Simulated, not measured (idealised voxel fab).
Process module heading - voxel spacer lines
Cross-section cut: width 180 nm, square cells of 5 nm.
Format of a cross-section: grid, square cells. Given as bands. Order: top down. Band: one or more rows of cells. A band entry consists of two parts. The first gives the height of the band's top and the height of its bottom, in nm. The rest lists the band's materials from left to right, each with its width in nm. A single material labelled with the word "everywhere" fills the band from edge to edge, and the word "blank" marks empty space. Heights are reckoned from 0. Under this level, the received wafer is all of one material. The bottommost band is open-ended downward, for example "0 down". So if you see something like "30..40" for the width, read it as the top row of the band sitting at the first number and the bottom row at the second, with every row in between moving by the same amount as the last. "all unchanged" after a step means that no cell of the cross-section changed. Basically, "Voids, enclosed" tells you about the enclosed voids: empty spaces with no open way to the top, 8 cells or bigger, each written width x height at distance, where distance is from the left edge, all in nm. Anything after a step's settings on that line? It's the simulator's own note about the step. You can add "overlay nm" to a step's line. For a step with a mask, it describes how far the mask lay to the right of its planned position, and a negative number describes a lay to the left.
So here's the lineup of process steps we planned
1,op RECEIVE | material Si
2,op CONFORMAL_DEP | material Al2O3 | thk nm 5
3,op DIRECTIONAL_DEP | material W | thk nm 10
4,op DIRECTIONAL_DEP | material aC | thk nm 30
5,op PATTERN | tone cover | mask id MANDREL | material resist | width nm 15 | pitch nm 50 | thk nm 35 | overlay nm 0
6,op DIRECTIONAL_ETCH | etch materials aC | depth nm 30
7,op STRIP | etch materials resist
8,op CONFORMAL_DEP | material SiO2 | thk nm 10
9,op DIRECTIONAL_ETCH | etch materials SiO2 | depth nm 10
10,op STRIP | etch materials aC
11,op DIRECTIONAL_ETCH | etch materials W | depth nm 10
12,op STRIP | etch materials SiO2
13,op FILL_DEP | material lowk | thk nm 10
14,op CMP | height nm 15
What follows covers the first of two wafers; it ran as planned
Cross-section of the wafer as it came to us, i.e., already through step 1
> 0 down = Si everywhere
> Voids, enclosed: none
Presented here is a cross-section of the wafer after step 2 has been performed
> 5 to 0 = Al2O3 everywhere
> below 0: unchanged
Presented here is a cross-section of the wafer after step 3 has been performed
> 15 to 5 = W everywhere
> below 5: unchanged
Presented here is a cross-section of the wafer after step 4 has been performed
> 45 to 15 = aC everywhere
> below 15: unchanged
Presented here is a cross-section of the wafer after step 5 has been performed
> 80 to 45 = blank=30, resist=15, blank=35, resist=15, blank=35, resist=15, blank=35
> below 45: unchanged
Presented here is a cross-section of the wafer after step 6 has been performed
> 50 to 45 = blank=30, resist=15, blank=35, resist=15, blank=35, resist=15, blank=35
> 45 to 15 = blank=30, aC=15, blank=35, aC=15, blank=35, aC=15, blank=35
> below 15: unchanged
Presented here is a cross-section of the wafer after step 7 has been performed
> 45 to 15 = blank=30, aC=15, blank=35, aC=15, blank=35, aC=15, blank=35
> below 15: unchanged
Presented here is a cross-section of the wafer after step 8 has been performed
> 55 to 45 = blank=20, SiO2=35, blank=15, SiO2=35, blank=15, SiO2=35, blank=25
> 45 to 25 = blank=20, SiO2=10, aC=15, SiO2=10, blank=15, SiO2=10, aC=15, SiO2=10, blank=15, SiO2=10, aC=15, SiO2=10, blank=25
> 25 to 15 = SiO2=30, aC=15, SiO2=35, aC=15, SiO2=35, aC=15, SiO2=35
> below 15: unchanged
Presented here is a cross-section of the wafer after step 9 has been performed
> 45 to 15 = blank=20, SiO2=10, aC=15, SiO2=10, blank=15, SiO2=10, aC=15, SiO2=10, blank=15, SiO2=10, aC=15, SiO2=10, blank=25
> below 15: unchanged
Presented here is a cross-section of the wafer after step 10 has been performed
> 45 to 15 = blank=20, SiO2=10, blank=15, SiO2=10, blank=15, SiO2=10, blank=15, SiO2=10, blank=15, SiO2=10, blank=15, SiO2=10, blank=25
> below 15: unchanged
Presented here is a cross-section of the wafer after step 11 has been performed
> 45 to 15 = blank=20, SiO2=10, blank=15, SiO2=10, blank=15, SiO2=10, blank=15, SiO2=10, blank=15, SiO2=10, blank=15, SiO2=10, blank=25
> 15 to 5 = blank=20, W=10, blank=15, W=10, blank=15, W=10, blank=15, W=10, blank=15, W=10, blank=15, W=10, blank=25
> below 5: unchanged
Presented here is a cross-section of the wafer after step 12 has been performed
> 15 to 5 = blank=20, W=10, blank=15, W=10, blank=15, W=10, blank=15, W=10, blank=15, W=10, blank=15, W=10, blank=25
> below 5: unchanged
Presented here is a cross-section of the wafer after step 13 has been performed
> 25 to 15 = lowk everywhere
> 15 to 5 = lowk=20, W=10, lowk=15, W=10, lowk=15, W=10, lowk=15, W=10, lowk=15, W=10, lowk=15, W=10, lowk=25
> below 5: unchanged
Presented here is a cross-section of the wafer after step 14 has been performed
> 15 to 5 = lowk=20, W=10, lowk=15, W=10, lowk=15, W=10, lowk=15, W=10, lowk=15, W=10, lowk=15, W=10, lowk=25
> below 5: unchanged
Second Wafer (Identical Start and Plan, One Processing Error; Matches First Wafer Through Step 2)
Here is the second wafer in cross-section at the point where step 3 of the plan should have been done
> 35 to 5 = aC everywhere
> below 5: unchanged
Here is the second wafer in cross-section at the point where step 4 of the plan should have been done
> 45 to 35 = W everywhere
> below 35: unchanged
Here is the second wafer in cross-section at the point where step 5 of the plan should have been done
> 80 to 45 = blank=30, resist=15, blank=35, resist=15, blank=35, resist=15, blank=35
> below 45: unchanged
Here is the second wafer in cross-section at the point where step 6 of the plan should have been done
> 50 to 45 = blank=30, resist=15, blank=35, resist=15, blank=35, resist=15, blank=35
> below 45: unchanged
Here is the second wafer in cross-section at the point where step 7 of the plan should have been done
> 45 to 35 = W everywhere
> below 35: unchanged
Here is the second wafer in cross-section at the point where step 8 of the plan should have been done
> 55 to 45 = SiO2 everywhere
> below 45: unchanged
Here is the second wafer in cross-section at the point where step 9 of the plan should have been done
> 45 to 35 = W everywhere
> below 35: unchanged
Here is the second wafer in cross-section at the point where step 10 of the plan should have been done: all unchanged
Here is the second wafer in cross-section at the point where step 11 of the plan should have been done
> 35 to 5 = aC everywhere
> below 5: unchanged
Here is the second wafer in cross-section at the point where step 12 of the plan should have been done: all unchanged
Here is the second wafer in cross-section at the point where step 13 of the plan should have been done
> 45 to 35 = lowk everywhere
> below 35: unchanged
Here is the second wafer in cross-section at the point where step 14 of the plan should have been done
> 15 to 5 = aC everywhere
> below 5: unchanged
Against the plan, the run slipped here: a sequencing error occurred in which plan steps 3 and 4 were transposed
Heads up, by the end the second wafer has more or fewer cells of some materials compared to the first: 24 fewer of W | 72 more of aC | 48 fewer of lowk
